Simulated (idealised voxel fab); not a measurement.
Presented below is a process module, voxel tone inversion.
cross-section cut | 295 nm wide | cells 5 nm
Cross-section spec: square-cell grid; bands listed top down; each band is one or more rows.
What a band's entry tells you: where the top is and where the bottom is, as heights in nm, and after that what lies inside, material by material from left to right, each with its width in nm. Empty space is written as the word "empty", and a single material marked with the word "throughout" occupies the band from edge to edge.
Heights from 0 (as-received wafer is one material below). Bottom band endless downward, as "0 and below".
A width such as "30..40" changes by the same amount from each row of cells to the next, from the band's top row to its bottom row.
Reading "left unchanged" for a step: not a cell of the cross-section changed in it.
You'll see "Enclosed void list" listing empty spaces that have no way open to the top, as long as they're 8 cells or more; the notation is width x height at distance, where the distance is from the left edge, and all of it is in nm.
Step line, after settings: the simulator's comment on this step.
"overlay nm" answers the question of how far to the right of plan the mask lay on a step that has a mask, and when it is negative the answer is to the left.
-- The process steps that were planned are listed below
1. RECEIVE: material Si
2. CONFORMAL_DEP: material SiCN, thk nm 5
3. DIRECTIONAL_DEP: material aC, thk nm 25
4. PATTERN: tone cover, mask id POSTS, material resist, width nm 15, pitch nm 45, thk nm 35, overlay nm 0
5. DIRECTIONAL_ETCH: etch materials aC, depth nm 25
6. STRIP: etch materials resist
7. FILL_DEP: material SiO2, thk nm 5
8. CMP: height nm 30
9. STRIP: etch materials aC
-- First wafer, two in total, run as planned
-- So this is the incoming wafer in cross-section - it's already been through step 1
	0 and below | Si throughout
	Enclosed void list: none
-- after step 2
	5 down to 0 | SiCN throughout
	Heights below 0 show no change.
-- after step 3
	30 down to 5 | aC throughout
	Heights below 5 show no change.
-- after step 4
	65 down to 30 | empty (95), resist (15), empty (30), resist (15), empty (30), resist (15), empty (95)
	Heights below 30 show no change.
-- after step 5
	40 down to 30 | empty (95), resist (15), empty (30), resist (15), empty (30), resist (15), empty (95)
	30 down to 5 | empty (95), aC (15), empty (30), aC (15), empty (30), aC (15), empty (95)
	Heights below 5 show no change.
-- after step 6
	30 down to 5 | empty (95), aC (15), empty (30), aC (15), empty (30), aC (15), empty (95)
	Heights below 5 show no change.
-- after step 7
	35 down to 30 | SiO2 throughout
	30 down to 5 | SiO2 (95), aC (15), SiO2 (30), aC (15), SiO2 (30), aC (15), SiO2 (95)
	Heights below 5 show no change.
-- after step 8
	30 down to 5 | SiO2 (95), aC (15), SiO2 (30), aC (15), SiO2 (30), aC (15), SiO2 (95)
	Heights below 5 show no change.
-- after step 9
	30 down to 5 | SiO2 (95), empty (15), SiO2 (30), empty (15), SiO2 (30), empty (15), SiO2 (95)
	Heights below 5 show no change.
-- Second wafer. Start and plan as for the first. One mistake made in running. Agrees with the first up to and including step 3
-- Cross-section of the second wafer at the time by which step 4 should have been completed according to the plan
	65 down to 30 | resist (95), empty (15), resist (30), empty (15), resist (30), empty (15), resist (95)
	Heights below 30 show no change.
-- Cross-section of the second wafer at the time by which step 5 should have been completed according to the plan
	40 down to 30 | resist (95), empty (15), resist (30), empty (15), resist (30), empty (15), resist (95)
	30 down to 5 | aC (95), empty (15), aC (30), empty (15), aC (30), empty (15), aC (95)
	Heights below 5 show no change.
-- Cross-section of the second wafer at the time by which step 6 should have been completed according to the plan
	30 down to 5 | aC (95), empty (15), aC (30), empty (15), aC (30), empty (15), aC (95)
	Heights below 5 show no change.
-- Cross-section of the second wafer at the time by which step 7 should have been completed according to the plan
	35 down to 30 | SiO2 throughout
	30 down to 5 | aC (95), SiO2 (15), aC (30), SiO2 (15), aC (30), SiO2 (15), aC (95)
	Heights below 5 show no change.
-- Cross-section of the second wafer at the time by which step 8 should have been completed according to the plan
	30 down to 5 | aC (95), SiO2 (15), aC (30), SiO2 (15), aC (30), SiO2 (15), aC (95)
	Heights below 5 show no change.
-- Cross-section of the second wafer at the time by which step 9 should have been completed according to the plan
	30 down to 5 | empty (95), SiO2 (15), empty (30), SiO2 (15), empty (30), SiO2 (15), empty (95)
	Heights below 5 show no change.
So what did we get wrong on this run? note that step 4 departed from the planned setting and was carried out as PATTERN: tone open, mask id POSTS, material resist, width nm 15, pitch nm 45, thk nm 35, overlay nm 0
At the finish, the second wafer shows more or fewer cells for some materials than the first does: 205 fewer of SiO2
